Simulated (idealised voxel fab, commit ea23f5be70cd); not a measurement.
Process module, titled voxel transistor to metal
Displayed cross-section: cut, width of 175 nm, square cells sized 5 nm.
Reading order for cross-sections: top band down to bottom band. Underlying form: a grid of square cells. Band size: one or more rows of cells.
Top height, bottom height, nm. Materials left to right, width each, nm. Single material + "everywhere" = fills band edge to edge. "blank" = empty.
Basically, 0 is our baseline, since under it the wafer straight out of the box is all one material. The bottom band has no lower end and keeps on going down, so it looks like "0 down".
The width entry "30 to 40" should be interpreted row by row: the top row of cells in the band takes the first number, the bottom row takes the second number, and the change between adjacent rows is uniform throughout.
The cross-section has no changed cell in any step marked "nothing different".
Entry "Enclosed cavities" = empty spaces >= 8 cells with no open way to the top; each as width x height at distance, distance from left edge, all nm.
Anything after a step's settings on that line? It's the simulator's own note about the step.
overlay nm: on a step with a mask, how far right of its planned place the mask lay; negative means left.
This section lists the process steps that were planned
| 1 | RECEIVE, material Si |
| 2 | CONFORMAL_DEP, material SiO2, thk nm 5 |
| 3 | CONFORMAL_DEP, material SiN, thk nm 10 |
| 4 | DIRECTIONAL_DEP, material aC, thk nm 10 |
| 5 | PATTERN, tone cover, mask id ACTIVE, material resist, width nm 110, thk nm 30, overlay nm 0 |
| 6 | DIRECTIONAL_ETCH, etch materials aC, depth nm 10 |
| 7 | STRIP, etch materials resist |
| 8 | DIRECTIONAL_ETCH, etch materials SiN, depth nm 10 |
| 9 | DIRECTIONAL_ETCH, etch materials SiO2, depth nm 5 |
| 10 | DIRECTIONAL_ETCH, etch materials Si, depth nm 35 |
| 11 | STRIP, etch materials aC |
| 12 | OXIDIZE, depth nm 5 |
| 13 | FILL_DEP, material SiO2, thk nm 5 |
| 14 | CMP, height nm 15 |
| 15 | SELECTIVE_ETCH, etch materials SiO2, depth nm 5 |
| 16 | STRIP, etch materials SiN |
| 17 | SELECTIVE_ETCH, etch materials SiO2, depth nm 5 |
| 18 | OXIDIZE, depth nm 5 |
| 19 | DIRECTIONAL_DEP, material polySi, thk nm 30 |
| 20 | DIRECTIONAL_DEP, material SiCN, thk nm 15 |
| 21 | DIRECTIONAL_DEP, material aC, thk nm 10 |
| 22 | PATTERN, tone cover, mask id GATE, material resist, width nm 20, thk nm 25, overlay nm 0 |
| 23 | DIRECTIONAL_ETCH, etch materials aC, depth nm 10 |
| 24 | STRIP, etch materials resist |
| 25 | DIRECTIONAL_ETCH, etch materials SiCN, depth nm 25 |
| 26 | DIRECTIONAL_ETCH, etch materials polySi, depth nm 40 |
| 27 | STRIP, etch materials aC |
| 28 | CONFORMAL_DEP, material SiO2, thk nm 5 |
| 29 | DIRECTIONAL_ETCH, etch materials SiO2, depth nm 5 |
| 30 | CONFORMAL_DEP, material SiN, thk nm 10 |
| 31 | DIRECTIONAL_ETCH, etch materials SiN, depth nm 10 |
| 32 | DIRECTIONAL_ETCH, etch materials SiO2, depth nm 5 |
| 33 | DIRECTIONAL_ETCH, etch materials Si, depth nm 15 |
| 34 | EPI, material SiGe, thk nm 15 |
| 35 | FILL_DEP, material SiO2, thk nm 10 |
| 36 | CMP, height nm 45 |
| 37 | DIRECTIONAL_DEP, material SiO2, thk nm 10 |
| 38 | DIRECTIONAL_DEP, material aC, thk nm 15 |
| 39 | PATTERN, tone open, mask id CONTACT, material resist, width nm 30, pitch nm 60, thk nm 35, overlay nm 0 |
| 40 | DIRECTIONAL_ETCH, etch materials aC, depth nm 15 |
| 41 | STRIP, etch materials resist |
| 42 | DIRECTIONAL_ETCH, etch materials SiO2, depth nm 45 |
| 43 | STRIP, etch materials aC |
| 44 | CONFORMAL_DEP, material TiN, thk nm 5 |
| 45 | FILL_DEP, material W, thk nm 5 |
| 46 | CMP, height nm 55 |
| 47 | DIRECTIONAL_DEP, material TiN, thk nm 5 |
| 48 | DIRECTIONAL_DEP, material W, thk nm 25 |
| 49 | PATTERN, tone cover, mask id METAL_1, material resist, width nm 20, pitch nm 70, thk nm 15, overlay nm 0 |
| 50 | DIRECTIONAL_ETCH, etch materials W, depth nm 25 |
| 51 | DIRECTIONAL_ETCH, etch materials TiN, depth nm 5 |
| 52 | STRIP, etch materials resist |
| 53 | CONFORMAL_DEP, material SiN, thk nm 5 |
| 54 | FILL_DEP, material lowk, thk nm 5 |
| 55 | CMP, height nm 85 |
| 56 | CONFORMAL_DEP, material SiCN, thk nm 5 |
| 57 | DIRECTIONAL_DEP, material lowk, thk nm 35 |
| 58 | MASKED_ETCH, tone open, mask id METAL_2, width nm 20, pitch nm 70, etch materials lowk, depth nm 20, overlay nm 0 |
| 59 | DIRECTIONAL_DEP, material aC, thk nm 15 |
| 60 | PATTERN, tone open, mask id METAL_2_HOLES, material resist, width nm 15, pitch nm 70, thk nm 35, overlay nm 0 |
| 61 | DIRECTIONAL_ETCH, etch materials aC, depth nm 15 |
| 62 | STRIP, etch materials resist |
| 63 | DIRECTIONAL_ETCH, etch materials lowk, depth nm 15 |
| 64 | DIRECTIONAL_ETCH, etch materials SiCN, depth nm 5 |
| 65 | STRIP, etch materials aC |
| 66 | CONFORMAL_DEP, material TiN, thk nm 5 |
| 67 | FILL_DEP, material Ru, thk nm 5 |
| 68 | CMP, height nm 125 |
| 69 | CONFORMAL_DEP, material SiN, thk nm 5 |
Delivered wafer in cross-section: state after step 1
* 0 down = Si everywhere
* Enclosed cavities: none
first wafer at the end, as planned
* 130 to 125 = SiN everywhere
* 125 to 110 = lowk 40, then TiN 5, then Ru 10, then TiN 5, then lowk 50, then TiN 5, then Ru 10, then TiN 5, then lowk 45
* 110 to 105 = lowk 40, then TiN 5, then Ru 5, then TiN 10, then lowk 50, then TiN 5, then Ru 5, then TiN 10, then lowk 45
* 105 to 90 = lowk 40, then TiN 5, then Ru 5, then TiN 5, then lowk 55, then TiN 5, then Ru 5, then TiN 5, then lowk 50
* 90 to 85 = SiCN 40, then TiN 15, then SiCN 55, then TiN 15, then SiCN 50
* 85 to 60 = lowk 35, then SiN 5, then W 20, then SiN 5, then lowk 40, then SiN 5, then W 20, then SiN 5, then lowk 40
* 60 to 55 = SiN 40, then TiN 20, then SiN 50, then TiN 20, then SiN 45
* 55 to 45 = SiO2 40, then TiN 5, then W 20 to 10, then TiN 5 to 15, then SiO2 30, then TiN 5 to 15, then W 20 to 10, then TiN 5, then SiO2 45
* 45 to 30 = SiO2 40, then TiN 5, then W 10, then TiN 5, then SiN 10, then SiO2 5, then SiCN 20, then SiO2 5, then SiN 10, then TiN 5, then W 10, then TiN 5, then SiO2 45
* 30 to 15 = SiO2 40, then TiN 5, then W 10, then TiN 5, then SiN 10, then SiO2 5, then polySi 20, then SiO2 5, then SiN 10, then TiN 5, then W 10, then TiN 5, then SiO2 45
* 15 to 10 = SiO2 40, then TiN 20, then SiN 10, then SiO2 5, then polySi 20, then SiO2 5, then SiN 10, then TiN 20, then SiO2 45
* 10 to 5 = SiO2 35, then SiGe 25, then SiN 10, then SiO2 5, then polySi 20, then SiO2 5, then SiN 10, then SiGe 25, then SiO2 40
* 5 to 0 = SiO2 30, then SiN 10, then SiGe 20, then SiN 10, then SiO2 5, then polySi 20, then SiO2 5, then SiN 10, then SiGe 20, then SiN 10, then SiO2 35
* 0 to -5 = SiO2 40, then SiGe 20, then SiO2 50, then SiGe 20, then SiO2 45
* -5 to -20 = SiO2 35, then Si 5, then SiGe 20, then Si 50, then SiGe 20, then Si 5, then SiO2 40
* -20 to -40 = SiO2 35, then Si 100, then SiO2 40
* -40 down = Si everywhere
* Enclosed cavities: none
Module end: cross-section of wafer two of two. Same start and process plan as the first wafer. One mistake during execution
* 130 to 125 = SiN everywhere
* 125 to 110 = lowk 40, then TiN 5, then Ru 10, then TiN 5, then lowk 50, then TiN 5, then Ru 10, then TiN 5, then lowk 45
* 110 to 105 = lowk 40, then TiN 5, then Ru 5, then TiN 10, then lowk 50, then TiN 5, then Ru 5, then TiN 10, then lowk 45
* 105 to 90 = lowk 40, then TiN 5, then Ru 5, then TiN 5, then lowk 55, then TiN 5, then Ru 5, then TiN 5, then lowk 50
* 90 to 85 = SiCN 40, then TiN 15, then SiCN 55, then TiN 15, then SiCN 50
* 85 to 60 = lowk 35, then SiN 5, then W 20, then SiN 5, then lowk 40, then SiN 5, then W 20, then SiN 5, then lowk 40
* 60 to 55 = SiN 40, then TiN 20, then SiN 50, then TiN 20, then SiN 45
* 55 to 45 = SiO2 40, then TiN 5, then W 20, then TiN 5, then SiO2 30, then TiN 5, then W 20, then TiN 5, then SiO2 45
* 45 to 30 = SiO2 40, then TiN 5, then W 20, then TiN 5, then SiO2 5, then SiCN 20, then SiO2 5, then TiN 5, then W 20, then TiN 5, then SiO2 45
* 30 to 15 = SiO2 40, then TiN 5, then W 20, then TiN 5, then SiO2 5, then polySi 20, then SiO2 5, then TiN 5, then W 20, then TiN 5, then SiO2 45
* 15 to 10 = SiO2 40, then TiN 30, then SiO2 5, then polySi 20, then SiO2 5, then TiN 30, then SiO2 45
* 10 to 0 = SiO2 55, then SiGe 15, then SiO2 5, then polySi 20, then SiO2 5, then SiGe 15, then SiO2 60
* 0 to -5 = SiO2 55, then SiGe 15, then SiO2 30, then SiGe 15, then SiO2 60
* -5 to -20 = SiO2 35, then SiGe 35, then Si 30, then SiGe 35, then SiO2 40
* -20 to -40 = SiO2 35, then Si 100, then SiO2 40
* -40 down = Si everywhere
* Enclosed cavities: none
Finding, execution versus plan: step 30 of the plan got skipped, so it never ran
The closing comparison, in cells, has the second wafer with more or fewer of some materials than the first: -18 Si | +10 SiGe | -40 SiN | +20 SiO2 | +28 W
